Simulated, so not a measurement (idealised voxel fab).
A process module follows: voxel transistor to metal.
Shown is cross-section cut, with a width of 165 nm and square cells of size 5 nm.
Notation: cross-section as square-cell grid; stated in bands, top first, going down; one or more cell rows per band. It is stipulated that each band's entry specify, in nanometres, the height of the top of the band and then that of its bottom, followed by the materials of the band in left-to-right sequence, each together with its width in nanometres. A single material marked by the word "full width" is understood to fill the band from edge to edge; the word "empty" is understood to denote empty space. Heights are expressed relative to 0, this being the level below which the as-received wafer comprises one material exclusively. The lowest band is unbounded in the downward direction and is denoted as in "0 nm and below". You'd read "30..40" like this: the band's top row of cells is as wide as the first number, its bottom row is as wide as the second, and going down, every row changes width by the same amount as the row before did. "remained unchanged" after a step means that no cell of the cross-section changed. Closed-off voids of 8+ cells (no open route to the top) go in "Unvented cavities", written width x height at distance from the left edge, in nm. Whatever follows a step's settings on its line is a remark the simulator itself makes about that step. overlay nm: right-of-plan distance of the mask on a masked step; negative values mean left-of-plan.

INTENDED PROCESS STEPS
1 RECEIVE [material Si]
2 OXIDIZE [depth nm 5]
3 CONFORMAL_DEP [material SiN] [thk nm 10]
4 MASKED_ETCH [tone cover] [mask id ACTIVE] [width nm 115] [etch materials SiN] [depth nm 10] [overlay nm 0]
5 MASKED_ETCH [tone cover] [mask id ACTIVE] [width nm 115] [etch materials SiO2] [depth nm 5] [overlay nm 0]
6 MASKED_ETCH [tone cover] [mask id ACTIVE] [width nm 115] [etch materials Si] [depth nm 30] [overlay nm 0]
7 OXIDIZE [depth nm 5]
8 FILL_DEP [material SiO2] [thk nm 10]
9 CMP [height nm 10]
10 SELECTIVE_ETCH [etch materials SiO2] [depth nm 5]
11 STRIP [etch materials SiN]
12 SELECTIVE_ETCH [etch materials SiO2] [depth nm 5]
13 OXIDIZE [depth nm 5]
14 DIRECTIONAL_DEP [material polySi] [thk nm 20]
15 DIRECTIONAL_DEP [material SiCN] [thk nm 15]
16 DIRECTIONAL_DEP [material aC] [thk nm 15]
17 PATTERN [tone cover] [mask id GATE] [material resist] [width nm 25] [thk nm 35] [overlay nm 0]
18 DIRECTIONAL_ETCH [etch materials aC] [depth nm 15]
19 STRIP [etch materials resist]
20 DIRECTIONAL_ETCH [etch materials SiCN] [depth nm 25]
21 DIRECTIONAL_ETCH [etch materials polySi] [depth nm 30]
22 STRIP [etch materials aC]
23 CONFORMAL_DEP [material SiN] [thk nm 10]
24 DIRECTIONAL_ETCH [etch materials SiN] [depth nm 10]
25 DIRECTIONAL_ETCH [etch materials SiO2] [depth nm 5]
26 EPI [material pSi] [thk nm 5]
27 FILL_DEP [material SiO2] [thk nm 5]
28 CMP [height nm 15]
29 STRIP [etch materials polySi]
30 SELECTIVE_ETCH [etch materials SiO2] [depth nm 5]
31 CONFORMAL_DEP [material HfO2] [thk nm 5]
32 CONFORMAL_DEP [material TiN] [thk nm 5]
33 FILL_DEP [material W] [thk nm 10]
34 CMP [height nm 10]
35 DIRECTIONAL_DEP [material SiO2] [thk nm 15]
36 DIRECTIONAL_DEP [material aC] [thk nm 10]
37 PATTERN [tone open] [mask id CONTACT] [material resist] [width nm 20] [pitch nm 85] [thk nm 25] [overlay nm 0]
38 DIRECTIONAL_ETCH [etch materials aC] [depth nm 10]
39 STRIP [etch materials resist]
40 DIRECTIONAL_ETCH [etch materials SiO2] [depth nm 30]
41 STRIP [etch materials aC]
42 CONFORMAL_DEP [material TiN] [thk nm 5]
43 FILL_DEP [material W] [thk nm 5]
44 CMP [height nm 25]
45 CONFORMAL_DEP [material SiCN] [thk nm 5]
46 DIRECTIONAL_DEP [material SiO2] [thk nm 20]
47 MASKED_ETCH [tone open] [mask id METAL_1] [width nm 20] [pitch nm 85] [etch materials SiO2] [depth nm 20] [overlay nm 0]
48 MASKED_ETCH [tone open] [mask id METAL_1] [width nm 20] [pitch nm 85] [etch materials SiCN] [depth nm 5] [overlay nm 0]
49 CONFORMAL_DEP [material TiN] [thk nm 5]
50 FILL_DEP [material Cu] [thk nm 5]
51 CMP [height nm 50]
52 CONFORMAL_DEP [material SiCN] [thk nm 5]

FIRST WAFER OUT OF TWO, PROCESSED AS PLANNED

STEP 1 COMPLETE: CROSS-SECTION OF THE WAFER AS RECEIVED
> 0 nm and below: Si full width
> Unvented cavities: none

AFTER STEP 2: WAFER CROSS-SECTION
> 0 nm to -5 nm: SiO2 full width
> Nothing below the height -5 has changed.

AFTER STEP 3: WAFER CROSS-SECTION
> 10 nm to 0 nm: SiN full width
> Nothing below the height 0 has changed.

AFTER STEP 4: WAFER CROSS-SECTION
> 10 nm to 0 nm: 25 of empty | 115 of SiN | 25 of empty
> Nothing below the height 0 has changed.

AFTER STEP 5: WAFER CROSS-SECTION
> 10 nm to 0 nm: 25 of empty | 115 of SiN | 25 of empty
> 0 nm to -5 nm: 25 of empty | 115 of SiO2 | 25 of empty
> Nothing below the height -5 has changed.

AFTER STEP 6: WAFER CROSS-SECTION
> 10 nm to 0 nm: 25 of empty | 115 of SiN | 25 of empty
> 0 nm to -5 nm: 25 of empty | 115 of SiO2 | 25 of empty
> -5 nm to -35 nm: 25 of empty | 115 of Si | 25 of empty
> Nothing below the height -35 has changed.

AFTER STEP 7: WAFER CROSS-SECTION
> 10 nm to 0 nm: 25 of empty | 115 of SiN | 25 of empty
> 0 nm to -5 nm: 25 of empty | 115 of SiO2 | 25 of empty
> -5 nm to -35 nm: 25 of empty | 5 of SiO2 | 105 of Si | 5 of SiO2 | 25 of empty
> -35 nm to -40 nm: 30 of SiO2 | 105 of Si | 30 of SiO2
> Nothing below the height -40 has changed.

AFTER STEP 8: WAFER CROSS-SECTION
> 20 nm to 10 nm: SiO2 full width
> 10 nm to 0 nm: 25 of SiO2 | 115 of SiN | 25 of SiO2
> 0 nm to -5 nm: SiO2 full width
> -5 nm to -40 nm: 30 of SiO2 | 105 of Si | 30 of SiO2
> Nothing below the height -40 has changed.

AFTER STEP 9: WAFER CROSS-SECTION
> 10 nm to 0 nm: 25 of SiO2 | 115 of SiN | 25 of SiO2
> Nothing below the height 0 has changed.

AFTER STEP 10: WAFER CROSS-SECTION
> 10 nm to 5 nm: 25 of empty | 115 of SiN | 25 of empty
> Nothing below the height 5 has changed.

AFTER STEP 11: WAFER CROSS-SECTION
> 5 nm to 0 nm: 25 of SiO2 | 115 of empty | 25 of SiO2
> Nothing below the height 0 has changed.

AFTER STEP 12: WAFER CROSS-SECTION
> 0 nm to -5 nm: 20 of SiO2 | 125 of empty | 20 of SiO2
> Nothing below the height -5 has changed.

AFTER STEP 13: WAFER CROSS-SECTION
> 0 nm to -5 nm: 20 of SiO2 | 125 of empty | 20 of SiO2
> -5 nm to -10 nm: SiO2 full width
> Nothing below the height -10 has changed.

AFTER STEP 14: WAFER CROSS-SECTION
> 20 nm to 15 nm: 20 of polySi | 125 of empty | 20 of polySi
> 15 nm to 0 nm: polySi full width
> 0 nm to -5 nm: 20 of SiO2 | 125 of polySi | 20 of SiO2
> Nothing below the height -5 has changed.

AFTER STEP 15: WAFER CROSS-SECTION
> 35 nm to 30 nm: 20 of SiCN | 125 of empty | 20 of SiCN
> 30 nm to 20 nm: SiCN full width
> 20 nm to 15 nm: 20 of polySi | 125 of SiCN | 20 of polySi
> Nothing below the height 15 has changed.

AFTER STEP 16: WAFER CROSS-SECTION
> 50 nm to 45 nm: 20 of aC | 125 of empty | 20 of aC
> 45 nm to 35 nm: aC full width
> 35 nm to 30 nm: 20 of SiCN | 125 of aC | 20 of SiCN
> Nothing below the height 30 has changed.

AFTER STEP 17: WAFER CROSS-SECTION
> 85 nm to 50 nm: 70 of empty | 25 of resist | 70 of empty
> 50 nm to 45 nm: 20 of aC | 50 of empty | 25 of resist | 50 of empty | 20 of aC
> Nothing below the height 45 has changed.

AFTER STEP 18: WAFER CROSS-SECTION
> 70 nm to 45 nm: 70 of empty | 25 of resist | 70 of empty
> 45 nm to 35 nm: 70 of empty | 25 of aC | 70 of empty
> 35 nm to 30 nm: 20 of SiCN | 50 of empty | 25 of aC | 50 of empty | 20 of SiCN
> Nothing below the height 30 has changed.

AFTER STEP 19: WAFER CROSS-SECTION
> 45 nm to 35 nm: 70 of empty | 25 of aC | 70 of empty
> Nothing below the height 35 has changed.

AFTER STEP 20: WAFER CROSS-SECTION
> 45 nm to 30 nm: 70 of empty | 25 of aC | 70 of empty
> 30 nm to 20 nm: 70 of empty | 25 of SiCN | 70 of empty
> 20 nm to 15 nm: 20 of polySi | 50 of empty | 25 of SiCN | 50 of empty | 20 of polySi
> Nothing below the height 15 has changed.

AFTER STEP 21: WAFER CROSS-SECTION
> 45 nm to 30 nm: 70 of empty | 25 of aC | 70 of empty
> 30 nm to 15 nm: 70 of empty | 25 of SiCN | 70 of empty
> 15 nm to 0 nm: 70 of empty | 25 of polySi | 70 of empty
> 0 nm to -5 nm: 20 of SiO2 | 50 of empty | 25 of polySi | 50 of empty | 20 of SiO2
> Nothing below the height -5 has changed.

AFTER STEP 22: WAFER CROSS-SECTION
> 30 nm to 15 nm: 70 of empty | 25 of SiCN | 70 of empty
> Nothing below the height 15 has changed.

AFTER STEP 23: WAFER CROSS-SECTION
> 40 nm to 30 nm: 60 of empty | 45 of SiN | 60 of empty
> 30 nm to 15 nm: 60 of empty | 10 of SiN | 25 of SiCN | 10 of SiN | 60 of empty
> 15 nm to 10 nm: 60 of empty | 10 of SiN | 25 of polySi | 10 of SiN | 60 of empty
> 10 nm to 5 nm: 30 of SiN | 30 of empty | 10 of SiN | 25 of polySi | 10 of SiN | 30 of empty | 30 of SiN
> 5 nm to 0 nm: 70 of SiN | 25 of polySi | 70 of SiN
> 0 nm to -5 nm: 20 of SiO2 | 50 of SiN | 25 of polySi | 50 of SiN | 20 of SiO2
> Nothing below the height -5 has changed.

AFTER STEP 24: WAFER CROSS-SECTION
> 30 nm to 15 nm: 60 of empty | 10 of SiN | 25 of SiCN | 10 of SiN | 60 of empty
> 15 nm to 0 nm: 60 of empty | 10 of SiN | 25 of polySi | 10 of SiN | 60 of empty
> 0 nm to -5 nm: 20 of SiO2 | 10 of SiN | 30 of empty | 10 of SiN | 25 of polySi | 10 of SiN | 30 of empty | 10 of SiN | 20 of SiO2
> Nothing below the height -5 has changed.

AFTER STEP 25: WAFER CROSS-SECTION
> 30 nm to 15 nm: 60 of empty | 10 of SiN | 25 of SiCN | 10 of SiN | 60 of empty
> 15 nm to 0 nm: 60 of empty | 10 of SiN | 25 of polySi | 10 of SiN | 60 of empty
> 0 nm to -5 nm: 20 of empty | 10 of SiN | 30 of empty | 10 of SiN | 25 of polySi | 10 of SiN | 30 of empty | 10 of SiN | 20 of empty
> -5 nm to -10 nm: 30 of SiO2 | 30 of empty | 45 of SiO2 | 30 of empty | 30 of SiO2
> Nothing below the height -10 has changed.

AFTER STEP 26: WAFER CROSS-SECTION
> 30 nm to 15 nm: 60 of empty | 10 of SiN | 25 of SiCN | 10 of SiN | 60 of empty
> 15 nm to 0 nm: 60 of empty | 10 of SiN | 25 of polySi | 10 of SiN | 60 of empty
> 0 nm to -5 nm: 20 of empty | 10 of SiN | 30 of empty | 10 of SiN | 25 of polySi | 10 of SiN | 30 of empty | 10 of SiN | 20 of empty
> -5 nm to -10 nm: 30 of SiO2 | 30 of pSi | 45 of SiO2 | 30 of pSi | 30 of SiO2
> Nothing below the height -10 has changed.

AFTER STEP 27: WAFER CROSS-SECTION
> 35 nm to 30 nm: SiO2 full width
> 30 nm to 15 nm: 60 of SiO2 | 10 of SiN | 25 of SiCN | 10 of SiN | 60 of SiO2
> 15 nm to 0 nm: 60 of SiO2 | 10 of SiN | 25 of polySi | 10 of SiN | 60 of SiO2
> 0 nm to -5 nm: 20 of SiO2 | 10 of SiN | 30 of SiO2 | 10 of SiN | 25 of polySi | 10 of SiN | 30 of SiO2 | 10 of SiN | 20 of SiO2
> Nothing below the height -5 has changed.

AFTER STEP 28: WAFER CROSS-SECTION
> 15 nm to 0 nm: 60 of SiO2 | 10 of SiN | 25 of polySi | 10 of SiN | 60 of SiO2
> Nothing below the height 0 has changed.

AFTER STEP 29: WAFER CROSS-SECTION
> 15 nm to 0 nm: 60 of SiO2 | 10 of SiN | 25 of empty | 10 of SiN | 60 of SiO2
> 0 nm to -5 nm: 20 of SiO2 | 10 of SiN | 30 of SiO2 | 10 of SiN | 25 of empty | 10 of SiN | 30 of SiO2 | 10 of SiN | 20 of SiO2
> Nothing below the height -5 has changed.

AFTER STEP 30: WAFER CROSS-SECTION
> 15 nm to 10 nm: 60 of empty | 10 of SiN | 25 of empty | 10 of SiN | 60 of empty
> 10 nm to 0 nm: 60 of SiO2 | 10 of SiN | 25 of empty | 10 of SiN | 60 of SiO2
> 0 nm to -5 nm: 20 of SiO2 | 10 of SiN | 30 of SiO2 | 10 of SiN | 25 of empty | 10 of SiN | 30 of SiO2 | 10 of SiN | 20 of SiO2
> -5 nm to -10 nm: 30 of SiO2 | 30 of pSi | 5 of SiO2 | 35 of empty | 5 of SiO2 | 30 of pSi | 30 of SiO2
> Nothing below the height -10 has changed.

AFTER STEP 31: WAFER CROSS-SECTION
> 20 nm to 15 nm: 55 of empty | 20 of HfO2 | 15 of empty | 20 of HfO2 | 55 of empty
> 15 nm to 10 nm: 60 of HfO2 | 10 of SiN | 5 of HfO2 | 15 of empty | 5 of HfO2 | 10 of SiN | 60 of HfO2
> 10 nm to 0 nm: 60 of SiO2 | 10 of SiN | 5 of HfO2 | 15 of empty | 5 of HfO2 | 10 of SiN | 60 of SiO2
> 0 nm to -5 nm: 20 of SiO2 | 10 of SiN | 30 of SiO2 | 10 of SiN | 5 of HfO2 | 15 of empty | 5 of HfO2 | 10 of SiN | 30 of SiO2 | 10 of SiN | 20 of SiO2
> -5 nm to -10 nm: 30 of SiO2 | 30 of pSi | 5 of SiO2 | 35 of HfO2 | 5 of SiO2 | 30 of pSi | 30 of SiO2
> Nothing below the height -10 has changed.

AFTER STEP 32: WAFER CROSS-SECTION
> 25 nm to 20 nm: 50 of empty | 30 of TiN | 5 of empty | 30 of TiN | 50 of empty
> 20 nm to 15 nm: 55 of TiN | 20 of HfO2 | 5 of TiN | 5 of empty | 5 of TiN | 20 of HfO2 | 55 of TiN
> 15 nm to 10 nm: 60 of HfO2 | 10 of SiN | 5 of HfO2 | 5 of TiN | 5 of empty | 5 of TiN | 5 of HfO2 | 10 of SiN | 60 of HfO2
> 10 nm to 0 nm: 60 of SiO2 | 10 of SiN | 5 of HfO2 | 5 of TiN | 5 of empty | 5 of TiN | 5 of HfO2 | 10 of SiN | 60 of SiO2
> 0 nm to -5 nm: 20 of SiO2 | 10 of SiN | 30 of SiO2 | 10 of SiN | 5 of HfO2 | 15 of TiN | 5 of HfO2 | 10 of SiN | 30 of SiO2 | 10 of SiN | 20 of SiO2
> Nothing below the height -5 has changed.

AFTER STEP 33: WAFER CROSS-SECTION
> 35 nm to 25 nm: W full width
> 25 nm to 20 nm: 50 of W | 30 of TiN | 5 of W | 30 of TiN | 50 of W
> 20 nm to 15 nm: 55 of TiN | 20 of HfO2 | 5 of TiN | 5 of W | 5 of TiN | 20 of HfO2 | 55 of TiN
> 15 nm to 10 nm: 60 of HfO2 | 10 of SiN | 5 of HfO2 | 5 of TiN | 5 of W | 5 of TiN | 5 of HfO2 | 10 of SiN | 60 of HfO2
> 10 nm to 0 nm: 60 of SiO2 | 10 of SiN | 5 of HfO2 | 5 of TiN | 5 of W | 5 of TiN | 5 of HfO2 | 10 of SiN | 60 of SiO2
> Nothing below the height 0 has changed.

AFTER STEP 34: WAFER CROSS-SECTION
> 10 nm to 0 nm: 60 of SiO2 | 10 of SiN | 5 of HfO2 | 5 of TiN | 5 of W | 5 of TiN | 5 of HfO2 | 10 of SiN | 60 of SiO2
> Nothing below the height 0 has changed.

AFTER STEP 35: WAFER CROSS-SECTION
> 25 nm to 10 nm: SiO2 full width
> Nothing below the height 10 has changed.

AFTER STEP 36: WAFER CROSS-SECTION
> 35 nm to 25 nm: aC full width
> Nothing below the height 25 has changed.

AFTER STEP 37: WAFER CROSS-SECTION
> 60 nm to 35 nm: 30 of resist | 20 of empty | 65 of resist | 20 of empty | 30 of resist
> Nothing below the height 35 has changed.

AFTER STEP 38: WAFER CROSS-SECTION
> 50 nm to 35 nm: 30 of resist | 20 of empty | 65 of resist | 20 of empty | 30 of resist
> 35 nm to 25 nm: 30 of aC | 20 of empty | 65 of aC | 20 of empty | 30 of aC
> Nothing below the height 25 has changed.

AFTER STEP 39: WAFER CROSS-SECTION
> 35 nm to 25 nm: 30 of aC | 20 of empty | 65 of aC | 20 of empty | 30 of aC
> Nothing below the height 25 has changed.

AFTER STEP 40: WAFER CROSS-SECTION
> 35 nm to 25 nm: 30 of aC | 20 of empty | 65 of aC | 20 of empty | 30 of aC
> 25 nm to 10 nm: 30 of SiO2 | 20 of empty | 65 of SiO2 | 20 of empty | 30 of SiO2
> 10 nm to 0 nm: 30 of SiO2 | 20 of empty | 10 of SiO2 | 10 of SiN | 5 of HfO2 | 5 of TiN | 5 of W | 5 of TiN | 5 of HfO2 | 10 of SiN | 10 of SiO2 | 20 of empty | 30 of SiO2
> 0 nm to -5 nm: 20 of SiO2 | 10 of SiN | 20 of empty | 10 of SiO2 | 10 of SiN | 5 of HfO2 | 15 of TiN | 5 of HfO2 | 10 of SiN | 10 of SiO2 | 20 of empty | 10 of SiN | 20 of SiO2
> Nothing below the height -5 has changed.

AFTER STEP 41: WAFER CROSS-SECTION
> 25 nm to 10 nm: 30 of SiO2 | 20 of empty | 65 of SiO2 | 20 of empty | 30 of SiO2
> Nothing below the height 10 has changed.

AFTER STEP 42: WAFER CROSS-SECTION
> 30 nm to 25 nm: 35 of TiN | 10 of empty | 75 of TiN | 10 of empty | 35 of TiN
> 25 nm to 10 nm: 30 of SiO2 | 5 of TiN | 10 of empty | 5 of TiN | 65 of SiO2 | 5 of TiN | 10 of empty | 5 of TiN | 30 of SiO2
> 10 nm to 0 nm: 30 of SiO2 | 5 of TiN | 10 of empty | 5 of TiN | 10 of SiO2 | 10 of SiN | 5 of HfO2 | 5 of TiN | 5 of W | 5 of TiN | 5 of HfO2 | 10 of SiN | 10 of SiO2 | 5 of TiN | 10 of empty | 5 of TiN | 30 of SiO2
> 0 nm to -5 nm: 20 of SiO2 | 10 of SiN | 20 of TiN | 10 of SiO2 | 10 of SiN | 5 of HfO2 | 15 of TiN | 5 of HfO2 | 10 of SiN | 10 of SiO2 | 20 of TiN | 10 of SiN | 20 of SiO2
> Nothing below the height -5 has changed.

AFTER STEP 43: WAFER CROSS-SECTION
> 35 nm to 30 nm: W full width
> 30 nm to 25 nm: 35 of TiN | 10 of W | 75 of TiN | 10 of W | 35 of TiN
> 25 nm to 10 nm: 30 of SiO2 | 5 of TiN | 10 of W | 5 of TiN | 65 of SiO2 | 5 of TiN | 10 of W | 5 of TiN | 30 of SiO2
> 10 nm to 0 nm: 30 of SiO2 | 5 of TiN | 10 of W | 5 of TiN | 10 of SiO2 | 10 of SiN | 5 of HfO2 | 5 of TiN | 5 of W | 5 of TiN | 5 of HfO2 | 10 of SiN | 10 of SiO2 | 5 of TiN | 10 of W | 5 of TiN | 30 of SiO2
> Nothing below the height 0 has changed.

AFTER STEP 44: WAFER CROSS-SECTION
> 25 nm to 10 nm: 30 of SiO2 | 5 of TiN | 10 of W | 5 of TiN | 65 of SiO2 | 5 of TiN | 10 of W | 5 of TiN | 30 of SiO2
> Nothing below the height 10 has changed.

AFTER STEP 45: WAFER CROSS-SECTION
> 30 nm to 25 nm: SiCN full width
> Nothing below the height 25 has changed.

AFTER STEP 46: WAFER CROSS-SECTION
> 50 nm to 30 nm: SiO2 full width
> Nothing below the height 30 has changed.

AFTER STEP 47: WAFER CROSS-SECTION
> 50 nm to 30 nm: 30 of SiO2 | 20 of empty | 65 of SiO2 | 20 of empty | 30 of SiO2
> Nothing below the height 30 has changed.

AFTER STEP 48: WAFER CROSS-SECTION
> 50 nm to 30 nm: 30 of SiO2 | 20 of empty | 65 of SiO2 | 20 of empty | 30 of SiO2
> 30 nm to 25 nm: 30 of SiCN | 20 of empty | 65 of SiCN | 20 of empty | 30 of SiCN
> Nothing below the height 25 has changed.

AFTER STEP 49: WAFER CROSS-SECTION
> 55 nm to 50 nm: 35 of TiN | 10 of empty | 75 of TiN | 10 of empty | 35 of TiN
> 50 nm to 30 nm: 30 of SiO2 | 5 of TiN | 10 of empty | 5 of TiN | 65 of SiO2 | 5 of TiN | 10 of empty | 5 of TiN | 30 of SiO2
> 30 nm to 25 nm: 30 of SiCN | 20 of TiN | 65 of SiCN | 20 of TiN | 30 of SiCN
> Nothing below the height 25 has changed.

AFTER STEP 50: WAFER CROSS-SECTION
> 60 nm to 55 nm: Cu full width
> 55 nm to 50 nm: 35 of TiN | 10 of Cu | 75 of TiN | 10 of Cu | 35 of TiN
> 50 nm to 30 nm: 30 of SiO2 | 5 of TiN | 10 of Cu | 5 of TiN | 65 of SiO2 | 5 of TiN | 10 of Cu | 5 of TiN | 30 of SiO2
> Nothing below the height 30 has changed.

AFTER STEP 51: WAFER CROSS-SECTION
> 50 nm to 30 nm: 30 of SiO2 | 5 of TiN | 10 of Cu | 5 of TiN | 65 of SiO2 | 5 of TiN | 10 of Cu | 5 of TiN | 30 of SiO2
> Nothing below the height 30 has changed.

AFTER STEP 52: WAFER CROSS-SECTION
> 55 nm to 50 nm: SiCN full width
> Nothing below the height 50 has changed.

THE SECOND WAFER BEGAN EXACTLY AS THE FIRST DID AND FOLLOWED THE SAME PLAN, BUT ONE MISTAKE WAS MADE WHILE RUNNING IT; THROUGH STEP 33 INCLUSIVE, THE TWO WAFERS ARE IDENTICAL

Cross-section: second wafer, time at which step 34 was scheduled to end: remained unchanged

CROSS-SECTION: SECOND WAFER, TIME AT WHICH STEP 35 WAS SCHEDULED TO END
> 50 nm to 35 nm: SiO2 full width
> Nothing below the height 35 has changed.

CROSS-SECTION: SECOND WAFER, TIME AT WHICH STEP 36 WAS SCHEDULED TO END
> 60 nm to 50 nm: aC full width
> Nothing below the height 50 has changed.

CROSS-SECTION: SECOND WAFER, TIME AT WHICH STEP 37 WAS SCHEDULED TO END
> 85 nm to 60 nm: 30 of resist | 20 of empty | 65 of resist | 20 of empty | 30 of resist
> Nothing below the height 60 has changed.

CROSS-SECTION: SECOND WAFER, TIME AT WHICH STEP 38 WAS SCHEDULED TO END
> 75 nm to 60 nm: 30 of resist | 20 of empty | 65 of resist | 20 of empty | 30 of resist
> 60 nm to 50 nm: 30 of aC | 20 of empty | 65 of aC | 20 of empty | 30 of aC
> Nothing below the height 50 has changed.

CROSS-SECTION: SECOND WAFER, TIME AT WHICH STEP 39 WAS SCHEDULED TO END
> 60 nm to 50 nm: 30 of aC | 20 of empty | 65 of aC | 20 of empty | 30 of aC
> Nothing below the height 50 has changed.

CROSS-SECTION: SECOND WAFER, TIME AT WHICH STEP 40 WAS SCHEDULED TO END
> 60 nm to 50 nm: 30 of aC | 20 of empty | 65 of aC | 20 of empty | 30 of aC
> 50 nm to 35 nm: 30 of SiO2 | 20 of empty | 65 of SiO2 | 20 of empty | 30 of SiO2
> Nothing below the height 35 has changed.

CROSS-SECTION: SECOND WAFER, TIME AT WHICH STEP 41 WAS SCHEDULED TO END
> 50 nm to 35 nm: 30 of SiO2 | 20 of empty | 65 of SiO2 | 20 of empty | 30 of SiO2
> Nothing below the height 35 has changed.

CROSS-SECTION: SECOND WAFER, TIME AT WHICH STEP 42 WAS SCHEDULED TO END
> 55 nm to 50 nm: 35 of TiN | 10 of empty | 75 of TiN | 10 of empty | 35 of TiN
> 50 nm to 40 nm: 30 of SiO2 | 5 of TiN | 10 of empty | 5 of TiN | 65 of SiO2 | 5 of TiN | 10 of empty | 5 of TiN | 30 of SiO2
> 40 nm to 35 nm: 30 of SiO2 | 20 of TiN | 65 of SiO2 | 20 of TiN | 30 of SiO2
> Nothing below the height 35 has changed.

CROSS-SECTION: SECOND WAFER, TIME AT WHICH STEP 43 WAS SCHEDULED TO END
> 60 nm to 55 nm: W full width
> 55 nm to 50 nm: 35 of TiN | 10 of W | 75 of TiN | 10 of W | 35 of TiN
> 50 nm to 40 nm: 30 of SiO2 | 5 of TiN | 10 of W | 5 of TiN | 65 of SiO2 | 5 of TiN | 10 of W | 5 of TiN | 30 of SiO2
> Nothing below the height 40 has changed.

CROSS-SECTION: SECOND WAFER, TIME AT WHICH STEP 44 WAS SCHEDULED TO END
> 25 nm to 20 nm: 50 of W | 30 of TiN | 5 of W | 30 of TiN | 50 of W
> Nothing below the height 20 has changed.

CROSS-SECTION: SECOND WAFER, TIME AT WHICH STEP 45 WAS SCHEDULED TO END
> 30 nm to 25 nm: SiCN full width
> Nothing below the height 25 has changed.

CROSS-SECTION: SECOND WAFER, TIME AT WHICH STEP 46 WAS SCHEDULED TO END
> 50 nm to 30 nm: SiO2 full width
> Nothing below the height 30 has changed.

CROSS-SECTION: SECOND WAFER, TIME AT WHICH STEP 47 WAS SCHEDULED TO END
> 50 nm to 30 nm: 30 of SiO2 | 20 of empty | 65 of SiO2 | 20 of empty | 30 of SiO2
> Nothing below the height 30 has changed.

CROSS-SECTION: SECOND WAFER, TIME AT WHICH STEP 48 WAS SCHEDULED TO END
> 50 nm to 30 nm: 30 of SiO2 | 20 of empty | 65 of SiO2 | 20 of empty | 30 of SiO2
> 30 nm to 25 nm: 30 of SiCN | 20 of empty | 65 of SiCN | 20 of empty | 30 of SiCN
> Nothing below the height 25 has changed.

CROSS-SECTION: SECOND WAFER, TIME AT WHICH STEP 49 WAS SCHEDULED TO END
> 55 nm to 50 nm: 35 of TiN | 10 of empty | 75 of TiN | 10 of empty | 35 of TiN
> 50 nm to 30 nm: 30 of SiO2 | 5 of TiN | 10 of empty | 5 of TiN | 65 of SiO2 | 5 of TiN | 10 of empty | 5 of TiN | 30 of SiO2
> 30 nm to 25 nm: 30 of SiCN | 20 of TiN | 65 of SiCN | 20 of TiN | 30 of SiCN
> Nothing below the height 25 has changed.

CROSS-SECTION: SECOND WAFER, TIME AT WHICH STEP 50 WAS SCHEDULED TO END
> 60 nm to 55 nm: Cu full width
> 55 nm to 50 nm: 35 of TiN | 10 of Cu | 75 of TiN | 10 of Cu | 35 of TiN
> 50 nm to 30 nm: 30 of SiO2 | 5 of TiN | 10 of Cu | 5 of TiN | 65 of SiO2 | 5 of TiN | 10 of Cu | 5 of TiN | 30 of SiO2
> Nothing below the height 30 has changed.

CROSS-SECTION: SECOND WAFER, TIME AT WHICH STEP 51 WAS SCHEDULED TO END
> 50 nm to 30 nm: 30 of SiO2 | 5 of TiN | 10 of Cu | 5 of TiN | 65 of SiO2 | 5 of TiN | 10 of Cu | 5 of TiN | 30 of SiO2
> Nothing below the height 30 has changed.

CROSS-SECTION: SECOND WAFER, TIME AT WHICH STEP 52 WAS SCHEDULED TO END
> 55 nm to 50 nm: SiCN full width
> Nothing below the height 50 has changed.
Processing error: yeah, step 34 of the plan got skipped, never ran
End check, counted in cells, second wafer has more or fewer of these materials than the first: 34 more of HfO2, 4 more of SiN, 51 fewer of SiO2, 10 more of TiN, 3 more of W
